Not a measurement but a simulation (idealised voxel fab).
Herein follows the process module entitled voxel gate over fins.
Shown is cross-section cut, with a width of 210 nm and square cells of size 5 nm.
Cross-section layout: square cells on a grid; listed as bands, top to bottom; a band spans one or more cell rows. Heads up on the band format: heights come first, top then bottom, in nm. After that it's the materials left to right, each with its width in nm. A single material flagged "everywhere" fills the whole band edge to edge, and "blank" means there's empty space there. It should be noted that heights are counted from 0, beneath which the wafer as supplied is of one material throughout, and that the lowest band possesses no lower boundary but continues downward, as written in "from 0 down". With a width like "30 to 40", each row of cells in the band differs from the next by the same amount, the top row carrying the first number and the bottom row the second. Reading "remained unchanged" for a step: not a cell of the cross-section changed in it. "Closed-off voids" contains a list of empty spaces, each no smaller than 8 cells and without an open way to the top, written in the form width x height at distance with the distance from the left edge and all three in nm. Read whatever lies past the settings on a step's line as the simulator's own remark about the step. overlay nm: for a step with a mask, the amount by which the mask lay right of where it was planned; a negative amount means left of it.
This section lists the process steps that were planned:
step 1: RECEIVE,material Si
step 2: CONFORMAL_DEP,material SiN,thk nm 10
step 3: MASKED_ETCH,tone cover,mask id FINS,width nm 15,pitch nm 35,etch materials SiN,depth nm 10,overlay nm 0
step 4: MASKED_ETCH,tone cover,mask id FINS,width nm 15,pitch nm 35,etch materials Si,depth nm 40,overlay nm 0
step 5: OXIDIZE,depth nm 5
step 6: FILL_DEP,material SiO2,thk nm 10
step 7: CMP,height nm 10
step 8: SELECTIVE_ETCH,etch materials SiO2,depth nm 20
step 9: STRIP,etch materials SiN
step 10: CONFORMAL_DEP,material HfO2,thk nm 5
step 11: CONFORMAL_DEP,material TiN,thk nm 5
step 12: FILL_DEP,material W,thk nm 10
step 13: CMP,height nm 15
step 14: CONFORMAL_DEP,material SiCN,thk nm 10
The cross-section here shows the wafer as received, i.e. in its state after step 1:
> from 0 down: Si everywhere
> Closed-off voids: none
first wafer at the end, as planned:
> from 25 to 15: SiCN everywhere
> from 15 to 10: W everywhere
> from 10 to 5: W 75, then TiN 25, then W 10, then TiN 25, then W 75
> from 5 to 0: W 75, then TiN 5, then HfO2 15, then TiN 5, then W 10, then TiN 5, then HfO2 15, then TiN 5, then W 75
> from 0 to -5: TiN 80, then HfO2 5, then Si 5, then HfO2 5, then TiN 20, then HfO2 5, then Si 5, then HfO2 5, then TiN 80
> from -5 to -10: HfO2 85, then Si 5, then HfO2 30, then Si 5, then HfO2 85
> from -10 to -45: SiO2 85, then Si 5, then SiO2 30, then Si 5, then SiO2 85
> from -45 down: Si everywhere
> Closed-off voids: none
Cross-section at end of module for the second wafer of two, which matched the first in starting point and plan and differed by one mistake in its processing:
> from 30 to 15: SiCN everywhere
> from 15 to 10: W everywhere
> from 10 to 5: W 75, then TiN 25, then W 10, then TiN 25, then W 75
> from 5 to 0: W 75, then TiN 5, then HfO2 15, then TiN 5, then W 10, then TiN 5, then HfO2 15, then TiN 5, then W 75
> from 0 to -5: TiN 80, then HfO2 5, then Si 5, then HfO2 5, then TiN 20, then HfO2 5, then Si 5, then HfO2 5, then TiN 80
> from -5 to -10: HfO2 85, then Si 5, then HfO2 30, then Si 5, then HfO2 85
> from -10 to -45: SiO2 85, then Si 5, then SiO2 30, then Si 5, then SiO2 85
> from -45 down: Si everywhere
> Closed-off voids: none
Deviation from plan: step 14 ran as: CONFORMAL_DEP,material SiCN,thk nm 15
at the end the second wafer has, in cells: 42 more of SiCN
